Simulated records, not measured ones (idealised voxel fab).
process module | voxel capacitor over wiring
cross-section cut | 180 nm wide | cells 5 nm
A cross-section is a grid of square cells, given in bands from the top down. A band is one or more rows of cells.
Each band's line starts with the height of the band's top and of its bottom, in nm. Then come its materials from left to right, each with its width in nm. One material with "throughout" fills the band from edge to edge. "air" is empty space.
Height 0 is the level under which the wafer as received is all one material. The lowest band goes on downwards, as in "0 down".
A width such as "30 to 40" changes by the same amount from each row of cells to the next, from the band's top row to its bottom row.
"no change" after a step means that no cell of the cross-section changed.
closed voids: empty space of 8 cells or more with no open way to the top, each as width x height at its distance from the left edge, in nm
after a step's settings: what the simulator itself notes on the step
overlay nm, on a step with a mask: how far to the right of its planned place the mask lay; to the left if negative
plan
1 op RECEIVE | material Si
2 op CONFORMAL_DEP | material SiO2 | thk nm 15
3 op CONFORMAL_DEP | material SiN | thk nm 5
4 op DIRECTIONAL_DEP | material lowk | thk nm 20
5 op DIRECTIONAL_DEP | material aC | thk nm 10
6 op PATTERN | tone open | mask id METAL_1 | material resist | width nm 25 | pitch nm 75 | thk nm 30 | overlay nm 0
7 op DIRECTIONAL_ETCH | etch materials aC | depth nm 10
8 op STRIP | etch materials resist
9 op DIRECTIONAL_ETCH | etch materials lowk | depth nm 20
10 op DIRECTIONAL_ETCH | etch materials SiN | depth nm 5
11 op STRIP | etch materials aC
12 op CONFORMAL_DEP | material TiN | thk nm 5
13 op FILL_DEP | material W | thk nm 10
14 op CMP | height nm 40
15 op CONFORMAL_DEP | material SiCN | thk nm 5
16 op DIRECTIONAL_DEP | material lowk | thk nm 15
17 op DIRECTIONAL_DEP | material aC | thk nm 15
18 op PATTERN | tone open | mask id PLUG_1 | material resist | width nm 15 | thk nm 35 | overlay nm 0
19 op DIRECTIONAL_ETCH | etch materials aC | depth nm 15
20 op STRIP | etch materials resist
21 op DIRECTIONAL_ETCH | etch materials lowk | depth nm 15
22 op DIRECTIONAL_ETCH | etch materials SiCN | depth nm 5
23 op STRIP | etch materials aC
24 op CONFORMAL_DEP | material TiN | thk nm 5
25 op FILL_DEP | material Ru | thk nm 5
26 op CMP | height nm 60
27 op DIRECTIONAL_DEP | material TiN | thk nm 10
28 op DIRECTIONAL_DEP | material Al2O3 | thk nm 5
29 op DIRECTIONAL_DEP | material TiN | thk nm 5
30 op PATTERN | tone cover | mask id UPPER_PLATE | material resist | width nm 55 | thk nm 20 | overlay nm 0
31 op DIRECTIONAL_ETCH | etch materials TiN | depth nm 5
32 op DIRECTIONAL_ETCH | etch materials Al2O3 | depth nm 5
33 op STRIP | etch materials resist
34 op PATTERN | tone cover | mask id LOWER_PLATE | material resist | width nm 65 | thk nm 20 | overlay nm 0
35 op DIRECTIONAL_ETCH | etch materials TiN | depth nm 10
36 op STRIP | etch materials resist
37 op FILL_DEP | material SiO2 | thk nm 20
38 op CMP | height nm 95
39 op DIRECTIONAL_DEP | material aC | thk nm 15
40 op PATTERN | tone open | mask id PLUG_2 | material resist | width nm 15 | thk nm 30 | overlay nm 0
41 op DIRECTIONAL_ETCH | etch materials aC | depth nm 15
42 op STRIP | etch materials resist
43 op DIRECTIONAL_ETCH | etch materials SiO2 | depth nm 15
44 op STRIP | etch materials aC
45 op CONFORMAL_DEP | material TiN | thk nm 5
46 op FILL_DEP | material Cu | thk nm 10
47 op CMP | height nm 95
48 op CONFORMAL_DEP | material SiN | thk nm 5
as received, after step 1
  0 down: Si throughout
  closed voids: none
a wafer at the end: this start, this plan, one mistake
  110 to 105: SiN throughout
  105 to 100: Cu throughout
  100 to 95: TiN 65 | Cu 5 | TiN 110
  95 to 85: SiO2 60 | TiN 5 | Cu 5 | TiN 5 | SiO2 105
  85 to 75: SiO2 60 to 50 | TiN 15 to 55 | SiO2 105 to 75
  75 to 70: SiO2 50 | Al2O3 55 | SiO2 75
  70 to 60: SiO2 45 | TiN 65 | SiO2 70
  60 to 45: lowk 50 | TiN 5 | Ru 5 | TiN 5 | lowk 115
  45 to 40: SiCN 50 | TiN 15 | SiCN 115
  40 to 20: lowk 40 | TiN 5 | W 15 | TiN 5 | lowk 50 | TiN 5 | W 15 | TiN 5 | lowk 40
  20 to 15: SiN 40 | TiN 25 | SiN 50 | TiN 25 | SiN 40
  15 to 0: SiO2 throughout
  0 down: Si throughout
  closed voids: none
what went wrong: step 47 ran as: op CMP | height nm 105
